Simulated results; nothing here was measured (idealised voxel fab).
Name of the process module below: voxel capacitor over wiring
Square cells of 5 nm make up the cross-section cut, whose width is 160 nm.
Cross-section spec: square-cell grid; bands listed top down; each band is one or more rows. Look at the band entry: it leads with the top's height and the bottom's height in nm. Then it lists the materials left to right, with a width in nm for each. The word "edge to edge" on a single material says that material fills the band edge to edge. The word "air" is empty space. All heights in this document are referenced to 0, defined as the level beneath which the wafer, as received, consists entirely of one material. The lowest band is not bounded below; it extends indefinitely downward and is written in the form "0 down". Top row gets the first number, bottom row gets the second, and each row in between changes by the same step: that is how a band width like "30 to 40" works. What does "nothing got changed" mean for a step? It means no cell of the cross-section changed in that step. Entry "Cavities, sealed" = empty spaces >= 8 cells with no open way to the top; each as width x height at distance, distance from left edge, all nm. after a step's settings: what the simulator itself notes on the step. For masked steps, "overlay nm" on the step line gives how far right of plan the mask actually lay; a minus sign means it lay to the left.

Steps planned for the process
1: RECEIVE [material Si]
2: CONFORMAL_DEP [material SiO2] [thk nm 10]
3: DIRECTIONAL_DEP [material TiN] [thk nm 5]
4: DIRECTIONAL_DEP [material Ru] [thk nm 20]
5: DIRECTIONAL_DEP [material aC] [thk nm 15]
6: PATTERN [tone cover] [mask id METAL_1] [material resist] [width nm 25] [pitch nm 75] [thk nm 35] [overlay nm 0]
7: DIRECTIONAL_ETCH [etch materials aC] [depth nm 15]
8: STRIP [etch materials resist]
9: DIRECTIONAL_ETCH [etch materials Ru] [depth nm 20]
10: DIRECTIONAL_ETCH [etch materials TiN] [depth nm 5]
11: STRIP [etch materials aC]
12: FILL_DEP [material lowk] [thk nm 5]
13: CMP [height nm 35]
14: CONFORMAL_DEP [material SiCN] [thk nm 5]
15: DIRECTIONAL_DEP [material SiO2] [thk nm 10]
16: DIRECTIONAL_DEP [material aC] [thk nm 10]
17: PATTERN [tone open] [mask id PLUG_1] [material resist] [width nm 15] [thk nm 30] [overlay nm 0]
18: DIRECTIONAL_ETCH [etch materials aC] [depth nm 10]
19: STRIP [etch materials resist]
20: DIRECTIONAL_ETCH [etch materials SiO2] [depth nm 10]
21: DIRECTIONAL_ETCH [etch materials SiCN] [depth nm 5]
22: STRIP [etch materials aC]
23: CONFORMAL_DEP [material TiN] [thk nm 5]
24: FILL_DEP [material Ru] [thk nm 5]
25: CMP [height nm 50]
26: DIRECTIONAL_DEP [material TiN] [thk nm 10]
27: DIRECTIONAL_DEP [material HfO2] [thk nm 5]
28: DIRECTIONAL_DEP [material TiN] [thk nm 10]
29: MASKED_ETCH [tone cover] [mask id UPPER_PLATE] [width nm 55] [etch materials TiN] [depth nm 10] [overlay nm 0]
30: MASKED_ETCH [tone cover] [mask id UPPER_PLATE] [width nm 55] [etch materials HfO2] [depth nm 5] [overlay nm 0]
31: PATTERN [tone cover] [mask id LOWER_PLATE] [material resist] [width nm 65] [thk nm 20] [overlay nm 0]
32: DIRECTIONAL_ETCH [etch materials TiN] [depth nm 10]
33: STRIP [etch materials resist]
34: FILL_DEP [material SiO2] [thk nm 20]
35: CMP [height nm 90]
36: PATTERN [tone open] [mask id PLUG_2] [material resist] [width nm 15] [thk nm 20] [overlay nm 0]
37: DIRECTIONAL_ETCH [etch materials SiO2] [depth nm 15]
38: STRIP [etch materials resist]
39: CONFORMAL_DEP [material TiN] [thk nm 5]
40: FILL_DEP [material W] [thk nm 5]
41: CMP [height nm 90]
42: CONFORMAL_DEP [material SiN] [thk nm 5]

Wafer as received: cross-section following step 1
* 0 down | Si edge to edge
* Cavities, sealed: none

Here's the cross-section of the first of our two wafers at the end of the module - it ran as planned
* 95 to 90 | SiN edge to edge
* 90 to 80 | 50 of SiO2 | 5 of TiN | 5 of W | 5 of TiN | 95 of SiO2
* 80 to 75 | 50 of SiO2 | 15 of TiN | 95 of SiO2
* 75 to 65 | 40 of SiO2 | 55 of TiN | 65 of SiO2
* 65 to 60 | 40 of SiO2 | 55 of HfO2 | 65 of SiO2
* 60 to 50 | 35 of SiO2 | 65 of TiN | 60 of SiO2
* 50 to 40 | 40 of SiO2 | 5 of TiN | 5 of Ru | 5 of TiN | 105 of SiO2
* 40 to 35 | 40 of SiCN | 15 of TiN | 105 of SiCN
* 35 to 15 | 30 of lowk | 25 of Ru | 50 of lowk | 25 of Ru | 30 of lowk
* 15 to 10 | 30 of lowk | 25 of TiN | 50 of lowk | 25 of TiN | 30 of lowk
* 10 to 0 | SiO2 edge to edge
* 0 down | Si edge to edge
* Cavities, sealed: none

Presented here is a cross-section of the second of the two wafers as it stood at the end of the module. It was started in the same manner and assigned the same plan as the first wafer; however, one mistake was made in its execution
* 95 to 90 | SiN edge to edge
* 90 to 80 | 50 of SiO2 | 5 of TiN | 5 of W | 5 of TiN | 95 of SiO2
* 80 to 75 | 50 of SiO2 | 15 of TiN | 95 of SiO2
* 75 to 70 | SiO2 edge to edge
* 70 to 60 | 40 of SiO2 | 55 of TiN | 65 of SiO2
* 60 to 50 | 35 of SiO2 | 65 of TiN | 60 of SiO2
* 50 to 40 | 40 of SiO2 | 5 of TiN | 5 of Ru | 5 of TiN | 105 of SiO2
* 40 to 35 | 40 of SiCN | 15 of TiN | 105 of SiCN
* 35 to 15 | 30 of lowk | 25 of Ru | 50 of lowk | 25 of Ru | 30 of lowk
* 15 to 10 | 30 of lowk | 25 of TiN | 50 of lowk | 25 of TiN | 30 of lowk
* 10 to 0 | SiO2 edge to edge
* 0 down | Si edge to edge
* Cavities, sealed: none
Misprocessing identified: step 27 from the plan never happened, it was just skipped
In the final state, the cell counts of the second wafer exceed or fall short of those of the first for the following materials: 11 fewer of HfO2 | 11 more of SiO2
